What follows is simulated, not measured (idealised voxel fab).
Herein follows the process module entitled voxel double patterning.
FYI the section here is cut, 230 nm wide, cells are 5 nm squares.
In what follows, cross-sections appear as grids of square cells, described through bands that run from the top down, where every band is one or more rows of cells.
Look at the band entry: it leads with the top's height and the bottom's height in nm. Then it lists the materials left to right, with a width in nm for each. The word "full width" on a single material says that material fills the band edge to edge. The word "empty" is empty space.
Counting heights begins at 0, where everything beneath is, in the wafer as received, one material. The lowest band has no bottom; it goes on downwards, as "from 0 down" shows.
The notation "30->40" denotes a width that varies across the rows of cells in the band, beginning at the first number in the top row, finishing at the second number in the bottom row, and changing by an identical amount from each row to the next.
Step marked "same as before"? Then no cell in the cross-section changed in it.
Enclosed void list: empty space of 8 cells or more with no open way to the top, each as width x height at its distance from the left edge, in nm
Read whatever lies past the settings on a step's line as the simulator's own remark about the step.
A step line may carry the setting "overlay nm", which, for steps involving a mask, states the distance by which the mask lay to the right of its intended position; negative values denote displacement to the left.

**These are the steps we planned for the process**
1) RECEIVE (material Si)
2) CONFORMAL_DEP (material SiO2; thk nm 5)
3) DIRECTIONAL_DEP (material TiN; thk nm 20)
4) DIRECTIONAL_DEP (material SiCN; thk nm 10)
5) MASKED_ETCH (tone open; mask id FIRST; width nm 15; pitch nm 50; etch materials SiCN; depth nm 10; overlay nm 0)
6) DIRECTIONAL_DEP (material aC; thk nm 10)
7) PATTERN (tone open; mask id SECOND; material resist; width nm 15; pitch nm 50; thk nm 25; overlay nm 0)
8) DIRECTIONAL_ETCH (etch materials aC; depth nm 10)
9) STRIP (etch materials resist)
10) DIRECTIONAL_ETCH (etch materials SiCN; depth nm 10)
11) STRIP (etch materials aC)
12) DIRECTIONAL_ETCH (etch materials TiN; depth nm 20)
13) STRIP (etch materials SiCN)

**Below: the first of two wafers, run as planned**

**Wafer as received: cross-section following step 1**
from 0 down: Si full width
Enclosed void list: none

**After step 2: wafer cross-section**
from 5 to 0: SiO2 full width
For the remainder of the cross-section, below 0, there is no change.

**After step 3: wafer cross-section**
from 25 to 5: TiN full width
For the remainder of the cross-section, below 5, there is no change.

**After step 4: wafer cross-section**
from 35 to 25: SiCN full width
For the remainder of the cross-section, below 25, there is no change.

**After step 5: wafer cross-section**
from 35 to 25: 55 of SiCN / 15 of empty / 35 of SiCN / 15 of empty / 35 of SiCN / 15 of empty / 60 of SiCN
For the remainder of the cross-section, below 25, there is no change.

**After step 6: wafer cross-section**
from 45 to 35: 55 of aC / 15 of empty / 35 of aC / 15 of empty / 35 of aC / 15 of empty / 60 of aC
from 35 to 25: 55 of SiCN / 15 of aC / 35 of SiCN / 15 of aC / 35 of SiCN / 15 of aC / 60 of SiCN
For the remainder of the cross-section, below 25, there is no change.

**After step 7: wafer cross-section**
from 70 to 45: 80 of resist / 15 of empty / 35 of resist / 15 of empty / 85 of resist
from 45 to 35: 55 of aC / 15 of resist / 35 of aC / 15 of resist / 35 of aC / 15 of resist / 60 of aC
For the remainder of the cross-section, below 35, there is no change.

**After step 8: wafer cross-section**
from 60 to 45: 80 of resist / 15 of empty / 35 of resist / 15 of empty / 85 of resist
from 45 to 35: 55 of aC / 15 of resist / 10 of aC / 15 of empty / 10 of aC / 15 of resist / 10 of aC / 15 of empty / 10 of aC / 15 of resist / 60 of aC
For the remainder of the cross-section, below 35, there is no change.

**After step 9: wafer cross-section**
from 45 to 35: 55 of aC / 15 of empty / 10 of aC / 15 of empty / 10 of aC / 15 of empty / 10 of aC / 15 of empty / 10 of aC / 15 of empty / 60 of aC
For the remainder of the cross-section, below 35, there is no change.

**After step 10: wafer cross-section**
from 45 to 35: 55 of aC / 15 of empty / 10 of aC / 15 of empty / 10 of aC / 15 of empty / 10 of aC / 15 of empty / 10 of aC / 15 of empty / 60 of aC
from 35 to 25: 55 of SiCN / 15 of aC / 10 of SiCN / 15 of empty / 10 of SiCN / 15 of aC / 10 of SiCN / 15 of empty / 10 of SiCN / 15 of aC / 60 of SiCN
For the remainder of the cross-section, below 25, there is no change.

**After step 11: wafer cross-section**
from 35 to 25: 55 of SiCN / 15 of empty / 10 of SiCN / 15 of empty / 10 of SiCN / 15 of empty / 10 of SiCN / 15 of empty / 10 of SiCN / 15 of empty / 60 of SiCN
For the remainder of the cross-section, below 25, there is no change.

**After step 12: wafer cross-section**
from 35 to 25: 55 of SiCN / 15 of empty / 10 of SiCN / 15 of empty / 10 of SiCN / 15 of empty / 10 of SiCN / 15 of empty / 10 of SiCN / 15 of empty / 60 of SiCN
from 25 to 5: 55 of TiN / 15 of empty / 10 of TiN / 15 of empty / 10 of TiN / 15 of empty / 10 of TiN / 15 of empty / 10 of TiN / 15 of empty / 60 of TiN
For the remainder of the cross-section, below 5, there is no change.

**After step 13: wafer cross-section**
from 25 to 5: 55 of TiN / 15 of empty / 10 of TiN / 15 of empty / 10 of TiN / 15 of empty / 10 of TiN / 15 of empty / 10 of TiN / 15 of empty / 60 of TiN
For the remainder of the cross-section, below 5, there is no change.

**Second wafer: same start and same plan as the first, one execution error; identical to the first through step 2**

**The second wafer in cross-section, at the planned close of step 3**
from 45 to 5: TiN full width
For the remainder of the cross-section, below 5, there is no change.

**The second wafer in cross-section, at the planned close of step 4**
from 55 to 45: SiCN full width
For the remainder of the cross-section, below 45, there is no change.

**The second wafer in cross-section, at the planned close of step 5**
from 55 to 45: 55 of SiCN / 15 of empty / 35 of SiCN / 15 of empty / 35 of SiCN / 15 of empty / 60 of SiCN
For the remainder of the cross-section, below 45, there is no change.

**The second wafer in cross-section, at the planned close of step 6**
from 65 to 55: 55 of aC / 15 of empty / 35 of aC / 15 of empty / 35 of aC / 15 of empty / 60 of aC
from 55 to 45: 55 of SiCN / 15 of aC / 35 of SiCN / 15 of aC / 35 of SiCN / 15 of aC / 60 of SiCN
For the remainder of the cross-section, below 45, there is no change.

**The second wafer in cross-section, at the planned close of step 7**
from 90 to 65: 80 of resist / 15 of empty / 35 of resist / 15 of empty / 85 of resist
from 65 to 55: 55 of aC / 15 of resist / 35 of aC / 15 of resist / 35 of aC / 15 of resist / 60 of aC
For the remainder of the cross-section, below 55, there is no change.

**The second wafer in cross-section, at the planned close of step 8**
from 80 to 65: 80 of resist / 15 of empty / 35 of resist / 15 of empty / 85 of resist
from 65 to 55: 55 of aC / 15 of resist / 10 of aC / 15 of empty / 10 of aC / 15 of resist / 10 of aC / 15 of empty / 10 of aC / 15 of resist / 60 of aC
For the remainder of the cross-section, below 55, there is no change.

**The second wafer in cross-section, at the planned close of step 9**
from 65 to 55: 55 of aC / 15 of empty / 10 of aC / 15 of empty / 10 of aC / 15 of empty / 10 of aC / 15 of empty / 10 of aC / 15 of empty / 60 of aC
For the remainder of the cross-section, below 55, there is no change.

**The second wafer in cross-section, at the planned close of step 10**
from 65 to 55: 55 of aC / 15 of empty / 10 of aC / 15 of empty / 10 of aC / 15 of empty / 10 of aC / 15 of empty / 10 of aC / 15 of empty / 60 of aC
from 55 to 45: 55 of SiCN / 15 of aC / 10 of SiCN / 15 of empty / 10 of SiCN / 15 of aC / 10 of SiCN / 15 of empty / 10 of SiCN / 15 of aC / 60 of SiCN
For the remainder of the cross-section, below 45, there is no change.

**The second wafer in cross-section, at the planned close of step 11**
from 55 to 45: 55 of SiCN / 15 of empty / 10 of SiCN / 15 of empty / 10 of SiCN / 15 of empty / 10 of SiCN / 15 of empty / 10 of SiCN / 15 of empty / 60 of SiCN
For the remainder of the cross-section, below 45, there is no change.

**The second wafer in cross-section, at the planned close of step 12**
from 55 to 45: 55 of SiCN / 15 of empty / 10 of SiCN / 15 of empty / 10 of SiCN / 15 of empty / 10 of SiCN / 15 of empty / 10 of SiCN / 15 of empty / 60 of SiCN
from 45 to 25: 55 of TiN / 15 of empty / 10 of TiN / 15 of empty / 10 of TiN / 15 of empty / 10 of TiN / 15 of empty / 10 of TiN / 15 of empty / 60 of TiN
For the remainder of the cross-section, below 25, there is no change.

**The second wafer in cross-section, at the planned close of step 13**
from 45 to 25: 55 of TiN / 15 of empty / 10 of TiN / 15 of empty / 10 of TiN / 15 of empty / 10 of TiN / 15 of empty / 10 of TiN / 15 of empty / 60 of TiN
For the remainder of the cross-section, below 25, there is no change.
The plan and the run diverged here: step 3 of the plan was executed twice over
The final cell counts differ between the wafers, with the second having more or fewer of some materials than the first: 184 more of TiN
